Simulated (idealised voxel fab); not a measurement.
A process module follows: voxel capacitor over wiring.
Section shown: cut. Width: 245 nm. Cell size: 5 nm, square.
The cross-sections in this document take the form of a grid made of square cells. They are written out as bands, in order from top to bottom. Each band consists of one or more rows of cells. What a band's entry tells you: where the top is and where the bottom is, as heights in nm, and after that what lies inside, material by material from left to right, each with its width in nm. Empty space is written as the word "blank", and a single material marked with the word "all across" occupies the band from edge to edge. Note: height 0 marks the level under which the wafer is uniformly one material as received. Lowest band unbounded below, written "z 0 and below". You'd read "30->40" like this: the band's top row of cells is as wide as the first number, its bottom row is as wide as the second, and going down, every row changes width by the same amount as the row before did. "remained the same", as given for a step, is the statement that not any cell of the cross-section underwent a change during that step. So "Closed void inventory" is basically the list of trapped voids: any empty space of 8 cells or more that can't reach the top through an opening. They're written width x height at distance, the distance being from the left edge, and it's all nm. That trailing text on a step's line, after the settings, is the simulator's own remark on the step. Each step line may optionally specify "overlay nm", which for a step with a mask gives the rightward distance between the mask's planned place and where it lay, a negative value indicating the leftward direction.
-- Planned step list for the process
1: RECEIVE, material Si
2: CONFORMAL_DEP, material SiO2, thk nm 15
3: CONFORMAL_DEP, material SiN, thk nm 5
4: DIRECTIONAL_DEP, material lowk, thk nm 25
5: PATTERN, tone open, mask id METAL_1, material resist, width nm 20, pitch nm 75, thk nm 20, overlay nm 0
6: DIRECTIONAL_ETCH, etch materials lowk, depth nm 25
7: DIRECTIONAL_ETCH, etch materials SiN, depth nm 5
8: STRIP, etch materials resist
9: CONFORMAL_DEP, material TiN, thk nm 5
10: FILL_DEP, material Cu, thk nm 5
11: CMP, height nm 45
12: CONFORMAL_DEP, material SiCN, thk nm 5
13: DIRECTIONAL_DEP, material lowk, thk nm 10
14: PATTERN, tone open, mask id PLUG_1, material resist, width nm 15, thk nm 20, overlay nm 0
15: DIRECTIONAL_ETCH, etch materials lowk, depth nm 10
16: DIRECTIONAL_ETCH, etch materials SiCN, depth nm 5
17: STRIP, etch materials resist
18: CONFORMAL_DEP, material TiN, thk nm 5
19: FILL_DEP, material Cu, thk nm 5
20: CMP, height nm 60
21: DIRECTIONAL_DEP, material TiN, thk nm 10
22: DIRECTIONAL_DEP, material HfO2, thk nm 5
23: DIRECTIONAL_DEP, material TiN, thk nm 10
24: MASKED_ETCH, tone cover, mask id UPPER_PLATE, width nm 60, etch materials TiN, depth nm 10, overlay nm 0
25: MASKED_ETCH, tone cover, mask id UPPER_PLATE, width nm 60, etch materials HfO2, depth nm 5, overlay nm 0
26: MASKED_ETCH, tone cover, mask id LOWER_PLATE, width nm 70, etch materials TiN, depth nm 10, overlay nm 0
27: FILL_DEP, material SiO2, thk nm 15
28: CMP, height nm 95
29: MASKED_ETCH, tone open, mask id PLUG_2, width nm 15, etch materials SiO2, depth nm 10, overlay nm 0
30: CONFORMAL_DEP, material TiN, thk nm 5
31: FILL_DEP, material Cu, thk nm 10
32: CMP, height nm 95
33: CONFORMAL_DEP, material SiCN, thk nm 5
-- Wafer cross-section on receipt, i.e. after step 1
	z 0 and below: Si all across
	Closed void inventory: none
-- End-of-module XS, first of two wafers, run as planned
	z 100 to 95: SiCN all across
	z 95 to 90: 90 SiO2, then 5 TiN, then 5 Cu, then 5 TiN, then 140 SiO2
	z 90 to 85: 90 SiO2, then 15 TiN, then 140 SiO2
	z 85 to 75: 80 SiO2, then 60 TiN, then 105 SiO2
	z 75 to 70: 80 SiO2, then 60 HfO2, then 105 SiO2
	z 70 to 60: 75 SiO2, then 70 TiN, then 100 SiO2
	z 60 to 50: 80 lowk, then 5 TiN, then 5 Cu, then 5 TiN, then 150 lowk
	z 50 to 45: 80 SiCN, then 15 TiN, then 150 SiCN
	z 45 to 20: 75 lowk, then 5 TiN, then 10 Cu, then 5 TiN, then 55 lowk, then 5 TiN, then 10 Cu, then 5 TiN, then 75 lowk
	z 20 to 15: 75 SiN, then 20 TiN, then 55 SiN, then 20 TiN, then 75 SiN
	z 15 to 0: SiO2 all across
	z 0 and below: Si all across
	Closed void inventory: none
-- Wafer two (of two), end-of-module cross-section: start = wafer one, plan = wafer one, one run mistake
	z 100 to 95: SiCN all across
	z 95 to 90: 90 SiO2, then 5 TiN, then 5 Cu, then 5 TiN, then 140 SiO2
	z 90 to 85: 90 SiO2, then 15 TiN, then 140 SiO2
	z 85 to 75: 80 SiO2, then 60 TiN, then 105 SiO2
	z 75 to 70: 80 SiO2, then 60 HfO2, then 105 SiO2
	z 70 to 60: 75 SiO2, then 70 TiN, then 100 SiO2
	z 60 to 50: 80 lowk, then 5 TiN, then 5 Cu, then 5 TiN, then 150 lowk
	z 50 to 45: 80 SiCN, then 15 TiN, then 150 SiCN
	z 45 to 35: 75 lowk, then 5 TiN, then 10 Cu, then 5 TiN, then 55 lowk, then 5 TiN, then 10 Cu, then 5 TiN, then 75 lowk
	z 35 to 30: 75 SiN, then 20 TiN, then 55 SiN, then 20 TiN, then 75 SiN
	z 30 to 0: SiO2 all across
	z 0 and below: Si all across
	Closed void inventory: none
What broke from the plan during processing? twice, step 2 of the plan was run
End of process, cell counts, second wafer against first, materials with more or fewer: -12 Cu; +147 SiO2; -12 TiN; -123 lowk
